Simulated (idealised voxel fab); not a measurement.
voxel wiring stack: a process module
FYI the section here is cut, 265 nm wide, cells are 5 nm squares.
Just so we're on the same page, the cross-sections are grids of square cells, and they're listed out in bands top to bottom, each band one or more rows deep.
First you get the band's top height and its bottom height, in nm, and then the materials it's made of, left to right, with each width in nm. If you see a single material with "throughout", that one covers the band edge to edge. "blank" is empty space.
Height is counted from the level 0, under which the received wafer is composed throughout of one material. The lowest of the bands is not closed at the bottom but continues downward, in the notation "0 nm and below".
Width spec "30..40" -> top row of cells at first value, bottom row at second value, equal per-row change in between.
"nothing altered" (step): cross-section cells unchanged, all of them.
The entry "Sealed internal cavities" lists the empty spaces that cover at least 8 cells and have no open path to the top. Each is written as width x height at distance, where the distance is measured from the left edge and all three values are in nm.
Formally, on a step line, whatever follows the settings is a remark that the simulator itself makes on the step.
On any step carrying a mask, the "overlay nm" setting, if present on the step's line, tells how far right of its planned place the mask lay; negative values point to the left.

[Intended process steps]
1: op RECEIVE | material Si
2: op CONFORMAL_DEP | material SiO2 | thk nm 10
3: op CONFORMAL_DEP | material SiN | thk nm 5
4: op DIRECTIONAL_DEP | material lowk | thk nm 15
5: op PATTERN | tone open | mask id METAL_1 | material resist | width nm 30 | pitch nm 60 | thk nm 20 | overlay nm 0
6: op DIRECTIONAL_ETCH | etch materials lowk | depth nm 15
7: op DIRECTIONAL_ETCH | etch materials SiN | depth nm 5
8: op STRIP | etch materials resist
9: op CONFORMAL_DEP | material TiN | thk nm 5
10: op FILL_DEP | material Cu | thk nm 10
11: op CMP | height nm 30
12: op CONFORMAL_DEP | material SiCN | thk nm 5
13: op DIRECTIONAL_DEP | material lowk | thk nm 25
14: op DIRECTIONAL_DEP | material aC | thk nm 10
15: op PATTERN | tone open | mask id METAL_2 | material resist | width nm 30 | pitch nm 60 | thk nm 30 | overlay nm 0
16: op DIRECTIONAL_ETCH | etch materials aC | depth nm 10
17: op STRIP | etch materials resist
18: op DIRECTIONAL_ETCH | etch materials lowk | depth nm 15
19: op STRIP | etch materials aC
20: op DIRECTIONAL_DEP | material aC | thk nm 10
21: op PATTERN | tone open | mask id METAL_2_HOLES | material resist | width nm 15 | thk nm 30 | overlay nm 0
22: op DIRECTIONAL_ETCH | etch materials aC | depth nm 10
23: op STRIP | etch materials resist
24: op DIRECTIONAL_ETCH | etch materials lowk | depth nm 10
25: op DIRECTIONAL_ETCH | etch materials SiCN | depth nm 5
26: op STRIP | etch materials aC
27: op CONFORMAL_DEP | material TiN | thk nm 5
28: op FILL_DEP | material Cu | thk nm 5
29: op CMP | height nm 60
30: op CONFORMAL_DEP | material SiN | thk nm 5

[Step 1 complete: cross-section of the wafer as received]
0 nm and below | Si throughout
Sealed internal cavities: none

[First of two wafers at the end of the module, shown in cross-section; run carried out as planned]
65 nm to 60 nm | SiN throughout
60 nm to 50 nm | lowk 85 nm / TiN 5 nm / Cu 20 nm / TiN 5 nm / lowk 30 nm / TiN 5 nm / Cu 20 nm / TiN 5 nm / lowk 90 nm
50 nm to 45 nm | lowk 85 nm / TiN 5 nm / Cu 5 nm / TiN 20 nm / lowk 30 nm / TiN 30 nm / lowk 90 nm
45 nm to 35 nm | lowk 85 nm / TiN 5 nm / Cu 5 nm / TiN 5 nm / lowk 165 nm
35 nm to 30 nm | SiCN 85 nm / TiN 15 nm / SiCN 165 nm
30 nm to 15 nm | lowk 85 nm / TiN 5 nm / Cu 20 nm / TiN 5 nm / lowk 30 nm / TiN 5 nm / Cu 20 nm / TiN 5 nm / lowk 90 nm
15 nm to 10 nm | SiN 85 nm / TiN 30 nm / SiN 30 nm / TiN 30 nm / SiN 90 nm
10 nm to 0 nm | SiO2 throughout
0 nm and below | Si throughout
Sealed internal cavities: none

[What the second wafer looks like in cross-section once the module is done. Its start and its plan matched the first wafer's exactly; what differed was one mistake in how it was run]
65 nm to 60 nm | SiN throughout
60 nm to 50 nm | lowk 85 nm / SiCN 5 nm / Cu 20 nm / SiCN 5 nm / lowk 30 nm / SiCN 5 nm / Cu 20 nm / SiCN 5 nm / lowk 90 nm
50 nm to 45 nm | lowk 85 nm / SiCN 5 nm / Cu 5 nm / SiCN 20 nm / lowk 30 nm / SiCN 30 nm / lowk 90 nm
45 nm to 35 nm | lowk 85 nm / SiCN 5 nm / Cu 5 nm / SiCN 5 nm / lowk 165 nm
35 nm to 30 nm | SiCN throughout
30 nm to 15 nm | lowk 85 nm / TiN 5 nm / Cu 20 nm / TiN 5 nm / lowk 30 nm / TiN 5 nm / Cu 20 nm / TiN 5 nm / lowk 90 nm
15 nm to 10 nm | SiN 85 nm / TiN 30 nm / SiN 30 nm / TiN 30 nm / SiN 90 nm
10 nm to 0 nm | SiO2 throughout
0 nm and below | Si throughout
Sealed internal cavities: none
The plan and the run diverged here: the process deviated at step 27: the operation and settings actually run there were op CONFORMAL_DEP | material SiCN | thk nm 5
End of process, cell counts, second wafer against first, materials with more or fewer: SiCN: 26 more, TiN: 26 fewer
